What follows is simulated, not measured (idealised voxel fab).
A process module follows: voxel wiring stack.
Pictured: cross-section cut, 270 nm wide, on a grid of 5 nm square cells.
The cross-sections in this document take the form of a grid made of square cells. They are written out as bands, in order from top to bottom. Each band consists of one or more rows of cells.
Look at the band entry: it leads with the top's height and the bottom's height in nm. Then it lists the materials left to right, with a width in nm for each. The word "everywhere" on a single material says that material fills the band edge to edge. The word "empty" is empty space.
Note: height 0 marks the level under which the wafer is uniformly one material as received. Lowest band unbounded below, written "0 -> down".
A two-number width, for instance "30->40", indicates that the width is equal to the first number in the top row of the band and to the second number in the bottom row, and that it changes by a constant amount per row of cells.
Reading "left unchanged" for a step: not a cell of the cross-section changed in it.
Any empty space of 8 cells or more lacking an open way to the top shows up in "Sealed void list" as width x height at distance, distance from the left edge, in nm.
What comes after the settings on a step's line is commentary from the simulator itself on that step.
The "overlay nm" setting may appear on a step's line; for a step that uses a mask, it gives how far to the right of its planned position the mask lay, and a negative value indicates the left.
INTENDED PROCESS STEPS
step 1: RECEIVE with material Si
step 2: CONFORMAL_DEP with material SiO2, thk nm 15
step 3: CONFORMAL_DEP with material SiN, thk nm 5
step 4: DIRECTIONAL_DEP with material SiO2, thk nm 15
step 5: PATTERN with tone open, mask id METAL_1, material resist, width nm 30, pitch nm 50, thk nm 20, overlay nm 0
step 6: DIRECTIONAL_ETCH with etch materials SiO2, depth nm 15
step 7: DIRECTIONAL_ETCH with etch materials SiN, depth nm 5
step 8: STRIP with etch materials resist
step 9: CONFORMAL_DEP with material TiN, thk nm 5
step 10: FILL_DEP with material Cu, thk nm 10
step 11: CMP with height nm 35
step 12: CONFORMAL_DEP with material SiCN, thk nm 5
step 13: DIRECTIONAL_DEP with material lowk, thk nm 25
step 14: MASKED_ETCH with tone open, mask id METAL_2_HOLES, width nm 15, etch materials lowk, depth nm 25, overlay nm 0
step 15: DIRECTIONAL_DEP with material aC, thk nm 10
step 16: PATTERN with tone open, mask id METAL_2, material resist, width nm 30, pitch nm 50, thk nm 25, overlay nm 0
step 17: DIRECTIONAL_ETCH with etch materials aC, depth nm 10
step 18: STRIP with etch materials resist
step 19: DIRECTIONAL_ETCH with etch materials lowk, depth nm 15
step 20: DIRECTIONAL_ETCH with etch materials SiCN, depth nm 5
step 21: STRIP with etch materials aC
step 22: CONFORMAL_DEP with material TiN, thk nm 5
step 23: FILL_DEP with material Ru, thk nm 5
step 24: CMP with height nm 65
step 25: CONFORMAL_DEP with material SiCN, thk nm 5
step 26: DIRECTIONAL_DEP with material SiO2, thk nm 10
step 27: MASKED_ETCH with tone open, mask id PLUG_2, width nm 15, etch materials SiO2, depth nm 10, overlay nm 0
step 28: MASKED_ETCH with tone open, mask id PLUG_2, width nm 15, etch materials SiCN, depth nm 5, overlay nm 0
step 29: CONFORMAL_DEP with material TiN, thk nm 5
step 30: FILL_DEP with material Ru, thk nm 5
step 31: CMP with height nm 80
step 32: CONFORMAL_DEP with material SiN, thk nm 5
step 33: DIRECTIONAL_DEP with material SiO2, thk nm 20
step 34: MASKED_ETCH with tone open, mask id METAL_3, width nm 30, pitch nm 50, etch materials SiO2, depth nm 20, overlay nm 0
step 35: MASKED_ETCH with tone open, mask id METAL_3, width nm 30, pitch nm 50, etch materials SiN, depth nm 5, overlay nm 0
step 36: CONFORMAL_DEP with material TiN, thk nm 5
step 37: FILL_DEP with material Ru, thk nm 5
step 38: CMP with height nm 105
step 39: CONFORMAL_DEP with material SiN, thk nm 5
AS-RECEIVED WAFER CROSS-SECTION (AFTER STEP 1)
- 0 -> down | Si everywhere
- Sealed void list: none
LOOKING AT THE FIRST OF TWO WAFERS IN CROSS-SECTION AT END OF MODULE - RAN TO PLAN
- 110 -> 105 | SiN everywhere
- 105 -> 85 | 95 nm SiO2 | 5 nm TiN | 20 nm Ru | 5 nm TiN | 20 nm SiO2 | 5 nm TiN | 20 nm Ru | 5 nm TiN | 95 nm SiO2
- 85 -> 80 | 95 nm SiN | 30 nm TiN | 20 nm SiN | 30 nm TiN | 95 nm SiN
- 80 -> 70 | 95 nm SiO2 | 5 nm TiN | 5 nm Ru | 5 nm TiN | 160 nm SiO2
- 70 -> 65 | 95 nm SiCN | 15 nm TiN | 160 nm SiCN
- 65 -> 55 | 95 nm lowk | 5 nm TiN | 20 nm Ru | 5 nm TiN | 20 nm lowk | 5 nm TiN | 20 nm Ru | 5 nm TiN | 95 nm lowk
- 55 -> 50 | 95 nm lowk | 5 nm TiN | 5 nm Ru | 20 nm TiN | 20 nm lowk | 30 nm TiN | 95 nm lowk
- 50 -> 40 | 95 nm lowk | 5 nm TiN | 5 nm Ru | 5 nm TiN | 160 nm lowk
- 40 -> 35 | 95 nm SiCN | 15 nm TiN | 160 nm SiCN
- 35 -> 20 | 95 nm SiO2 | 5 nm TiN | 20 nm Cu | 5 nm TiN | 20 nm SiO2 | 5 nm TiN | 20 nm Cu | 5 nm TiN | 95 nm SiO2
- 20 -> 15 | 95 nm SiN | 30 nm TiN | 20 nm SiN | 30 nm TiN | 95 nm SiN
- 15 -> 0 | SiO2 everywhere
- 0 -> down | Si everywhere
- Sealed void list: none
WHAT THE SECOND WAFER LOOKS LIKE IN CROSS-SECTION ONCE THE MODULE IS DONE. ITS START AND ITS PLAN MATCHED THE FIRST WAFER'S EXACTLY; WHAT DIFFERED WAS ONE MISTAKE IN HOW IT WAS RUN
- 110 -> 105 | SiN everywhere
- 105 -> 85 | 95 nm SiO2 | 5 nm TiN | 20 nm Ru | 5 nm TiN | 20 nm SiO2 | 5 nm TiN | 20 nm Ru | 5 nm TiN | 95 nm SiO2
- 85 -> 80 | 95 nm SiN | 30 nm TiN | 20 nm SiN | 30 nm TiN | 95 nm SiN
- 80 -> 70 | 95 nm SiO2 | 5 nm TiN | 10->5 nm Ru | 5->10 nm TiN | 155 nm SiO2
- 70 -> 65 | 95 nm SiCN | 15 nm TiN | 160 nm SiCN
- 65 -> 55 | 95 nm lowk | 5 nm TiN | 20 nm Ru | 5 nm TiN | 20 nm lowk | 5 nm TiN | 20 nm Ru | 5 nm TiN | 95 nm lowk
- 55 -> 50 | 95 nm lowk | 5 nm TiN | 5 nm Ru | 20 nm TiN | 20 nm lowk | 30 nm TiN | 95 nm lowk
- 50 -> 40 | 95 nm lowk | 5 nm TiN | 5 nm Ru | 5 nm TiN | 160 nm lowk
- 40 -> 35 | 95 nm SiCN | 15 nm TiN | 160 nm SiCN
- 35 -> 20 | 95 nm SiO2 | 5 nm TiN | 20 nm Cu | 5 nm TiN | 20 nm SiO2 | 5 nm TiN | 20 nm Cu | 5 nm TiN | 95 nm SiO2
- 20 -> 15 | 95 nm SiN | 30 nm TiN | 20 nm SiN | 30 nm TiN | 95 nm SiN
- 15 -> 0 | SiO2 everywhere
- 0 -> down | Si everywhere
- Sealed void list: none
Here's what went sideways: step 27 was run on a setting that differed from the plan, and what really ran there is MASKED_ETCH with tone open, mask id PLUG_2, width nm 20, etch materials SiO2, depth nm 10, overlay nm 0
Looking at both finished wafers in cells, the second ends up ahead of or behind the first on some materials: Ru: 1 more; SiO2: 2 fewer; TiN: 1 more
